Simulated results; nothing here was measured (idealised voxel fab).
Module name: voxel gate over fins (process module)
For reference, the cross-section in this document is cut, with width 275 nm and square cells of 5 nm.
Heads up, the way a cross-section reads in here is a grid of square cells, handed over as bands from the top down, with every band being one or more rows of cells.
Read a band's entry like this: the first values are the height of its top and the height of its bottom in nm, and what follows is the sequence of materials from left to right, each with its width in nm. Note that "air" is empty space, and that a single material marked "edge to edge" reaches across the band from edge to edge.
The reference from which all heights are counted is 0, the level beneath which the as-received wafer is entirely one material; the lowest band, having no lower bound, proceeds downward and is written after the example "from 0 down".
The width entry "30->40" should be interpreted row by row: the top row of cells in the band takes the first number, the bottom row takes the second number, and the change between adjacent rows is uniform throughout.
For the purposes of this document, the phrase "remained unchanged" attached to a step denotes that no cell within the cross-section was modified by that step.
Closed-off voids of 8+ cells (no open route to the top) go in "Closed void listing", written width x height at distance from the left edge, in nm.
Whatever follows a step's settings on its line is a remark the simulator itself makes about that step.
When a step includes a mask, the "overlay nm" setting on its line states how far to the right of its planned place that mask lay, and negative values state how far to the left.

Listed below are the process steps as planned:
| 1 | RECEIVE | material Si |
| 2 | CONFORMAL_DEP | material SiN | thk nm 5 |
| 3 | PATTERN | tone cover | mask id FINS | material resist | width nm 15 | pitch nm 55 | thk nm 15 | overlay nm 0 |
| 4 | DIRECTIONAL_ETCH | etch materials SiN | depth nm 5 |
| 5 | DIRECTIONAL_ETCH | etch materials Si | depth nm 30 |
| 6 | STRIP | etch materials resist |
| 7 | FILL_DEP | material SiO2 | thk nm 10 |
| 8 | CMP | height nm 5 |
| 9 | MASKED_ETCH | tone open | mask id RAIL | width nm 15 | etch materials SiO2 | depth nm 30 | overlay nm 0 |
| 10 | CONFORMAL_DEP | material TiN | thk nm 5 |
| 11 | FILL_DEP | material W | thk nm 5 |
| 12 | CMP | height nm 5 |
| 13 | SELECTIVE_ETCH | etch materials W Ru TiN | depth nm 20 |
| 14 | FILL_DEP | material SiO2 | thk nm 5 |
| 15 | CMP | height nm 5 |
| 16 | SELECTIVE_ETCH | etch materials SiO2 | depth nm 15 |
| 17 | STRIP | etch materials SiN |
| 18 | CONFORMAL_DEP | material HfO2 | thk nm 5 |
| 19 | CONFORMAL_DEP | material TiN | thk nm 5 |
| 20 | CONFORMAL_DEP | material TiAl | thk nm 5 |
| 21 | CONFORMAL_DEP | material TiN | thk nm 5 |
| 22 | FILL_DEP | material W | thk nm 15 |
| 23 | CMP | height nm 30 |
| 24 | CONFORMAL_DEP | material SiN | thk nm 10 |

First out of two wafers; run went to plan:

Cross-section of the wafer at receipt, which is the condition after step 1:
* from 0 down  Si edge to edge
* Closed void listing: none

You're looking at a cross-section of the wafer after step 2:
* from 5 to 0  SiN edge to edge
* Note: structure below 0 unchanged.

You're looking at a cross-section of the wafer after step 3:
* from 20 to 5  air 100 nm; resist 15 nm; air 40 nm; resist 15 nm; air 105 nm
* Note: structure below 5 unchanged.

You're looking at a cross-section of the wafer after step 4:
* from 20 to 5  air 100 nm; resist 15 nm; air 40 nm; resist 15 nm; air 105 nm
* from 5 to 0  air 100 nm; SiN 15 nm; air 40 nm; SiN 15 nm; air 105 nm
* Note: structure below 0 unchanged.

You're looking at a cross-section of the wafer after step 5:
* from 20 to 5  air 100 nm; resist 15 nm; air 40 nm; resist 15 nm; air 105 nm
* from 5 to 0  air 100 nm; SiN 15 nm; air 40 nm; SiN 15 nm; air 105 nm
* from 0 to -30  air 100 nm; Si 15 nm; air 40 nm; Si 15 nm; air 105 nm
* Note: structure below -30 unchanged.

You're looking at a cross-section of the wafer after step 6:
* from 5 to 0  air 100 nm; SiN 15 nm; air 40 nm; SiN 15 nm; air 105 nm
* Note: structure below 0 unchanged.

You're looking at a cross-section of the wafer after step 7:
* from 15 to 5  SiO2 edge to edge
* from 5 to 0  SiO2 100 nm; SiN 15 nm; SiO2 40 nm; SiN 15 nm; SiO2 105 nm
* from 0 to -30  SiO2 100 nm; Si 15 nm; SiO2 40 nm; Si 15 nm; SiO2 105 nm
* Note: structure below -30 unchanged.

You're looking at a cross-section of the wafer after step 8:
* from 5 to 0  SiO2 100 nm; SiN 15 nm; SiO2 40 nm; SiN 15 nm; SiO2 105 nm
* Note: structure below 0 unchanged.

You're looking at a cross-section of the wafer after step 9:
* from 5 to 0  SiO2 100 nm; SiN 15 nm; SiO2 10 nm; air 15 nm; SiO2 15 nm; SiN 15 nm; SiO2 105 nm
* from 0 to -25  SiO2 100 nm; Si 15 nm; SiO2 10 nm; air 15 nm; SiO2 15 nm; Si 15 nm; SiO2 105 nm
* Note: structure below -25 unchanged.

You're looking at a cross-section of the wafer after step 10:
* from 10 to 5  TiN 130 nm; air 5 nm; TiN 140 nm
* from 5 to 0  SiO2 100 nm; SiN 15 nm; SiO2 10 nm; TiN 5 nm; air 5 nm; TiN 5 nm; SiO2 15 nm; SiN 15 nm; SiO2 105 nm
* from 0 to -20  SiO2 100 nm; Si 15 nm; SiO2 10 nm; TiN 5 nm; air 5 nm; TiN 5 nm; SiO2 15 nm; Si 15 nm; SiO2 105 nm
* from -20 to -25  SiO2 100 nm; Si 15 nm; SiO2 10 nm; TiN 15 nm; SiO2 15 nm; Si 15 nm; SiO2 105 nm
* Note: structure below -25 unchanged.

You're looking at a cross-section of the wafer after step 11:
* from 15 to 10  W edge to edge
* from 10 to 5  TiN 130 nm; W 5 nm; TiN 140 nm
* from 5 to 0  SiO2 100 nm; SiN 15 nm; SiO2 10 nm; TiN 5 nm; W 5 nm; TiN 5 nm; SiO2 15 nm; SiN 15 nm; SiO2 105 nm
* from 0 to -20  SiO2 100 nm; Si 15 nm; SiO2 10 nm; TiN 5 nm; W 5 nm; TiN 5 nm; SiO2 15 nm; Si 15 nm; SiO2 105 nm
* Note: structure below -20 unchanged.

You're looking at a cross-section of the wafer after step 12:
* from 5 to 0  SiO2 100 nm; SiN 15 nm; SiO2 10 nm; TiN 5 nm; W 5 nm; TiN 5 nm; SiO2 15 nm; SiN 15 nm; SiO2 105 nm
* Note: structure below 0 unchanged.

You're looking at a cross-section of the wafer after step 13:
* from 5 to 0  SiO2 100 nm; SiN 15 nm; SiO2 10 nm; air 15 nm; SiO2 15 nm; SiN 15 nm; SiO2 105 nm
* from 0 to -15  SiO2 100 nm; Si 15 nm; SiO2 10 nm; air 15 nm; SiO2 15 nm; Si 15 nm; SiO2 105 nm
* Note: structure below -15 unchanged.

You're looking at a cross-section of the wafer after step 14:
* from 10 to 5  SiO2 edge to edge
* from 5 to 0  SiO2 100 nm; SiN 15 nm; SiO2 40 nm; SiN 15 nm; SiO2 105 nm
* from 0 to -15  SiO2 100 nm; Si 15 nm; SiO2 40 nm; Si 15 nm; SiO2 105 nm
* Note: structure below -15 unchanged.

You're looking at a cross-section of the wafer after step 15:
* from 5 to 0  SiO2 100 nm; SiN 15 nm; SiO2 40 nm; SiN 15 nm; SiO2 105 nm
* Note: structure below 0 unchanged.

You're looking at a cross-section of the wafer after step 16:
* from 5 to 0  air 100 nm; SiN 15 nm; air 40 nm; SiN 15 nm; air 105 nm
* from 0 to -10  air 100 nm; Si 15 nm; air 40 nm; Si 15 nm; air 105 nm
* Note: structure below -10 unchanged.

You're looking at a cross-section of the wafer after step 17:
* from 0 to -10  air 100 nm; Si 15 nm; air 40 nm; Si 15 nm; air 105 nm
* Note: structure below -10 unchanged.

You're looking at a cross-section of the wafer after step 18:
* from 5 to 0  air 95 nm; HfO2 25 nm; air 30 nm; HfO2 25 nm; air 100 nm
* from 0 to -5  air 95 nm; HfO2 5 nm; Si 15 nm; HfO2 5 nm; air 30 nm; HfO2 5 nm; Si 15 nm; HfO2 5 nm; air 100 nm
* from -5 to -10  HfO2 100 nm; Si 15 nm; HfO2 40 nm; Si 15 nm; HfO2 105 nm
* Note: structure below -10 unchanged.

You're looking at a cross-section of the wafer after step 19:
* from 10 to 5  air 90 nm; TiN 35 nm; air 20 nm; TiN 35 nm; air 95 nm
* from 5 to 0  air 90 nm; TiN 5 nm; HfO2 25 nm; TiN 5 nm; air 20 nm; TiN 5 nm; HfO2 25 nm; TiN 5 nm; air 95 nm
* from 0 to -5  TiN 95 nm; HfO2 5 nm; Si 15 nm; HfO2 5 nm; TiN 30 nm; HfO2 5 nm; Si 15 nm; HfO2 5 nm; TiN 100 nm
* Note: structure below -5 unchanged.

You're looking at a cross-section of the wafer after step 20:
* from 15 to 10  air 85 nm; TiAl 45 nm; air 10 nm; TiAl 45 nm; air 90 nm
* from 10 to 5  air 85 nm; TiAl 5 nm; TiN 35 nm; TiAl 5 nm; air 10 nm; TiAl 5 nm; TiN 35 nm; TiAl 5 nm; air 90 nm
* from 5 to 0  TiAl 90 nm; TiN 5 nm; HfO2 25 nm; TiN 5 nm; TiAl 20 nm; TiN 5 nm; HfO2 25 nm; TiN 5 nm; TiAl 95 nm
* Note: structure below 0 unchanged.

You're looking at a cross-section of the wafer after step 21:
* from 20 to 15  air 80 nm; TiN 110 nm; air 85 nm
* from 15 to 10  air 80 nm; TiN 5 nm; TiAl 45 nm; TiN 10 nm; TiAl 45 nm; TiN 5 nm; air 85 nm
* from 10 to 5  TiN 85 nm; TiAl 5 nm; TiN 35 nm; TiAl 5 nm; TiN 10 nm; TiAl 5 nm; TiN 35 nm; TiAl 5 nm; TiN 90 nm
* Note: structure below 5 unchanged.

You're looking at a cross-section of the wafer after step 22:
* from 35 to 20  W edge to edge
* from 20 to 15  W 80 nm; TiN 110 nm; W 85 nm
* from 15 to 10  W 80 nm; TiN 5 nm; TiAl 45 nm; TiN 10 nm; TiAl 45 nm; TiN 5 nm; W 85 nm
* Note: structure below 10 unchanged.

You're looking at a cross-section of the wafer after step 23:
* from 30 to 20  W edge to edge
* Note: structure below 20 unchanged.

You're looking at a cross-section of the wafer after step 24:
* from 40 to 30  SiN edge to edge
* Note: structure below 30 unchanged.

Regarding the second of the two wafers: it shared the first wafer's starting condition and process plan, yet one error occurred during its execution. Its history coincides with that of the first wafer up to and including step 12:

Cross-sectional representation of the second wafer at the time designated in the plan for the completion of step 13:
* from 5 to 0  SiO2 100 nm; SiN 15 nm; SiO2 10 nm; air 5 nm; W 5 nm; air 5 nm; SiO2 15 nm; SiN 15 nm; SiO2 105 nm
* from 0 to -15  SiO2 100 nm; Si 15 nm; SiO2 10 nm; air 5 nm; W 5 nm; air 5 nm; SiO2 15 nm; Si 15 nm; SiO2 105 nm
* Note: structure below -15 unchanged.

Cross-sectional representation of the second wafer at the time designated in the plan for the completion of step 14:
* from 10 to 5  SiO2 edge to edge
* from 5 to 0  SiO2 100 nm; SiN 15 nm; SiO2 15 nm; W 5 nm; SiO2 20 nm; SiN 15 nm; SiO2 105 nm
* from 0 to -15  SiO2 100 nm; Si 15 nm; SiO2 15 nm; W 5 nm; SiO2 20 nm; Si 15 nm; SiO2 105 nm
* Note: structure below -15 unchanged.

Cross-sectional representation of the second wafer at the time designated in the plan for the completion of step 15:
* from 5 to 0  SiO2 100 nm; SiN 15 nm; SiO2 15 nm; W 5 nm; SiO2 20 nm; SiN 15 nm; SiO2 105 nm
* Note: structure below 0 unchanged.

Cross-sectional representation of the second wafer at the time designated in the plan for the completion of step 16:
* from 5 to 0  air 100 nm; SiN 15 nm; air 15 nm; W 5 nm; air 20 nm; SiN 15 nm; air 105 nm
* from 0 to -10  air 100 nm; Si 15 nm; air 15 nm; W 5 nm; air 20 nm; Si 15 nm; air 105 nm
* Note: structure below -10 unchanged.

Cross-sectional representation of the second wafer at the time designated in the plan for the completion of step 17:
* from 5 to 0  air 130 nm; W 5 nm; air 140 nm
* Note: structure below 0 unchanged.

Cross-sectional representation of the second wafer at the time designated in the plan for the completion of step 18:
* from 10 to 5  air 125 nm; HfO2 15 nm; air 135 nm
* from 5 to 0  air 95 nm; HfO2 25 nm; air 5 nm; HfO2 5 nm; W 5 nm; HfO2 5 nm; air 10 nm; HfO2 25 nm; air 100 nm
* from 0 to -5  air 95 nm; HfO2 5 nm; Si 15 nm; HfO2 5 nm; air 5 nm; HfO2 5 nm; W 5 nm; HfO2 5 nm; air 10 nm; HfO2 5 nm; Si 15 nm; HfO2 5 nm; air 100 nm
* from -5 to -10  HfO2 100 nm; Si 15 nm; HfO2 15 nm; W 5 nm; HfO2 20 nm; Si 15 nm; HfO2 105 nm
* Note: structure below -10 unchanged.

Cross-sectional representation of the second wafer at the time designated in the plan for the completion of step 19:
* from 15 to 10  air 120 nm; TiN 25 nm; air 130 nm
* from 10 to 5  air 90 nm; TiN 35 nm; HfO2 15 nm; TiN 40 nm; air 95 nm
* from 5 to 0  air 90 nm; TiN 5 nm; HfO2 25 nm; TiN 5 nm; HfO2 5 nm; W 5 nm; HfO2 5 nm; TiN 10 nm; HfO2 25 nm; TiN 5 nm; air 95 nm
* from 0 to -5  TiN 95 nm; HfO2 5 nm; Si 15 nm; HfO2 5 nm; TiN 5 nm; HfO2 5 nm; W 5 nm; HfO2 5 nm; TiN 10 nm; HfO2 5 nm; Si 15 nm; HfO2 5 nm; TiN 100 nm
* Note: structure below -5 unchanged.

Cross-sectional representation of the second wafer at the time designated in the plan for the completion of step 20:
* from 20 to 15  air 115 nm; TiAl 35 nm; air 125 nm
* from 15 to 10  air 85 nm; TiAl 35 nm; TiN 25 nm; TiAl 40 nm; air 90 nm
* from 10 to 5  air 85 nm; TiAl 5 nm; TiN 35 nm; HfO2 15 nm; TiN 40 nm; TiAl 5 nm; air 90 nm
* from 5 to 0  TiAl 90 nm; TiN 5 nm; HfO2 25 nm; TiN 5 nm; HfO2 5 nm; W 5 nm; HfO2 5 nm; TiN 10 nm; HfO2 25 nm; TiN 5 nm; TiAl 95 nm
* Note: structure below 0 unchanged.

Cross-sectional representation of the second wafer at the time designated in the plan for the completion of step 21:
* from 25 to 20  air 110 nm; TiN 45 nm; air 120 nm
* from 20 to 15  air 80 nm; TiN 35 nm; TiAl 35 nm; TiN 40 nm; air 85 nm
* from 15 to 10  air 80 nm; TiN 5 nm; TiAl 35 nm; TiN 25 nm; TiAl 40 nm; TiN 5 nm; air 85 nm
* from 10 to 5  TiN 85 nm; TiAl 5 nm; TiN 35 nm; HfO2 15 nm; TiN 40 nm; TiAl 5 nm; TiN 90 nm
* Note: structure below 5 unchanged.

Cross-sectional representation of the second wafer at the time designated in the plan for the completion of step 22:
* from 40 to 25  W edge to edge
* from 25 to 20  W 110 nm; TiN 45 nm; W 120 nm
* from 20 to 15  W 80 nm; TiN 35 nm; TiAl 35 nm; TiN 40 nm; W 85 nm
* from 15 to 10  W 80 nm; TiN 5 nm; TiAl 35 nm; TiN 25 nm; TiAl 40 nm; TiN 5 nm; W 85 nm
* Note: structure below 10 unchanged.

Cross-sectional representation of the second wafer at the time designated in the plan for the completion of step 23:
* from 30 to 25  W edge to edge
* Note: structure below 25 unchanged.

Cross-sectional representation of the second wafer at the time designated in the plan for the completion of step 24:
* from 40 to 30  SiN edge to edge
* Note: structure below 30 unchanged.
Short version of what went wrong: step 13 ran with different settings than intended, the actual operation and settings being SELECTIVE_ETCH | etch materials TiN | depth nm 20
at the end the second wafer has, in cells: 6 more of HfO2, 1 fewer of SiO2, 2 fewer of TiAl, 2 more of TiN, 5 fewer of W
